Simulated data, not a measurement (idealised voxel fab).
Process module heading - voxel lift off
It is cross-section cut that appears here, measuring 295 nm in width, its square cells being 5 nm in size.
In what follows, cross-sections appear as grids of square cells, described through bands that run from the top down, where every band is one or more rows of cells.
This entry defines a band. It first specifies the height of the band's top and the height of its bottom in nm, and then specifies the band's materials from left to right, stating each material with its width in nm. The word "edge to edge" identifies a single material that fills the band from edge to edge, while the word "blank" identifies empty space.
Heights are reckoned from 0. Under this level, the received wafer is all of one material. The bottommost band is open-ended downward, for example "0 nm and below".
Note: "30 to 40" means the width goes from the first number (top row of the band) to the second number (bottom row) in equal steps per row of cells.
Key: "all unchanged" - step with no changed cell in the cross-section.
If an empty space has no open way to the top and is at least 8 cells in size, "Unvented cavities" lists it, written width x height at distance, where distance is measured from the left edge and every value is in nm.
Past the settings on a step's line: simulator remark, on that step.
For masked steps, "overlay nm" on the step line gives how far right of plan the mask actually lay; a minus sign means it lay to the left.

THIS SECTION LISTS THE PROCESS STEPS THAT WERE PLANNED
1 op RECEIVE | material Si
2 op CONFORMAL_DEP | material SiO2 | thk nm 5
3 op PATTERN | tone open | mask id LINES | material resist | width nm 20 | pitch nm 40 | thk nm 30 | overlay nm 0
4 op DIRECTIONAL_DEP | material Ru | thk nm 15
5 op STRIP | etch materials resist
6 op CONFORMAL_DEP | material SiN | thk nm 5

AS RECEIVED, AFTER STEP 1
* 0 nm and below | Si edge to edge
* Unvented cavities: none

END STATE OF THE MODULE IN CROSS-SECTION, GIVEN THE ABOVE STARTING POINT AND PLAN AND ONE MISTAKE IN EXECUTION
* 35 nm to 30 nm | blank 110 nm, SiN 30 nm, blank 10 nm, SiN 30 nm, blank 115 nm
* 30 nm to 20 nm | blank 110 nm, SiN 5 nm, Ru 20 nm, SiN 5 nm, blank 10 nm, SiN 5 nm, Ru 20 nm, SiN 5 nm, blank 115 nm
* 20 nm to 15 nm | SiN 115 nm, Ru 20 nm, SiN 20 nm, Ru 20 nm, SiN 120 nm
* 15 nm to 0 nm | SiO2 edge to edge
* 0 nm and below | Si edge to edge
* Unvented cavities: none
What went wrong in running the wafer? step 2 ran as: op CONFORMAL_DEP | material SiO2 | thk nm 15
